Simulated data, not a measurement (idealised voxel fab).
Presented below is a process module, voxel air gaps.
Each square cell in cross-section cut measures 5 nm, and the section as a whole is 270 nm wide.
Notation: cross-section as square-cell grid; stated in bands, top first, going down; one or more cell rows per band. What a band's entry tells you: where the top is and where the bottom is, as heights in nm, and after that what lies inside, material by material from left to right, each with its width in nm. Empty space is written as the word "air", and a single material marked with the word "everywhere" occupies the band from edge to edge. Heads up on the height convention: 0 is the point under which the incoming wafer is all one material, and the lowest band has no bottom, it just keeps going down, like "0 nm and below". With a width like "30->40", each row of cells in the band differs from the next by the same amount, the top row carrying the first number and the bottom row the second. Step marked "no change"? Then no cell in the cross-section changed in it. Look at "Enclosed empty spaces" for the closed voids: empty spaces with no open path to the top, sized 8 cells or up. Each is width x height at distance, distance from the left edge, all nm. It should be noted that, on the line of a given step, the content following the step's settings is a remark produced by the simulator itself with respect to that step. "overlay nm", when on a step's line for a step with a mask, measures how far to the right of its planned place the mask lay; a negative measure means to the left.

-- The process steps that were planned are listed below
1) RECEIVE [material Si]
2) CONFORMAL_DEP [material SiO2] [thk nm 15]
3) CONFORMAL_DEP [material SiCN] [thk nm 5]
4) DIRECTIONAL_DEP [material lowk] [thk nm 30]
5) PATTERN [tone open] [mask id LINES] [material resist] [width nm 25] [pitch nm 50] [thk nm 15] [overlay nm 0]
6) DIRECTIONAL_ETCH [etch materials lowk] [depth nm 30]
7) STRIP [etch materials resist]
8) CONFORMAL_DEP [material TiN] [thk nm 5]
9) FILL_DEP [material W] [thk nm 5]
10) CMP [height nm 50]
11) EPI [material Ru] [thk nm 10]
12) SELECTIVE_ETCH [etch materials lowk] [depth nm 40]
13) CONFORMAL_DEP [material SiCN] [thk nm 5]

-- Incoming wafer, cross-sectional view, post step 1
  0 nm and below: Si everywhere
  Enclosed empty spaces: none

-- Cross-section at module end, one run error; start and plan unchanged from above
  65 nm to 60 nm: air=60; SiCN=150; air=60
  60 nm to 50 nm: air=60; SiCN=5; Ru=40; SiCN=10; Ru=40; SiCN=10; Ru=40; SiCN=5; air=60
  50 nm to 45 nm: air=60; SiCN=15; TiN=5; W=10; TiN=5; SiCN=30; TiN=5; W=10; TiN=5; SiCN=30; TiN=5; W=10; TiN=5; SiCN=15; air=60
  45 nm to 25 nm: air=70; SiCN=5; TiN=5; W=10; TiN=5; SiCN=5; air=20; SiCN=5; TiN=5; W=10; TiN=5; SiCN=5; air=20; SiCN=5; TiN=5; W=10; TiN=5; SiCN=5; air=70
  25 nm to 20 nm: SiCN=75; TiN=20; SiCN=30; TiN=20; SiCN=30; TiN=20; SiCN=75
  20 nm to 15 nm: SiCN everywhere
  15 nm to 0 nm: SiO2 everywhere
  0 nm and below: Si everywhere
  Enclosed empty spaces: 20 x 20 at 100; 20 x 20 at 150
Misprocessing identified: in deviation from the planned setting, step 5 was conducted as PATTERN [tone open] [mask id LINES] [material resist] [width nm 20] [pitch nm 50] [thk nm 15] [overlay nm 0]
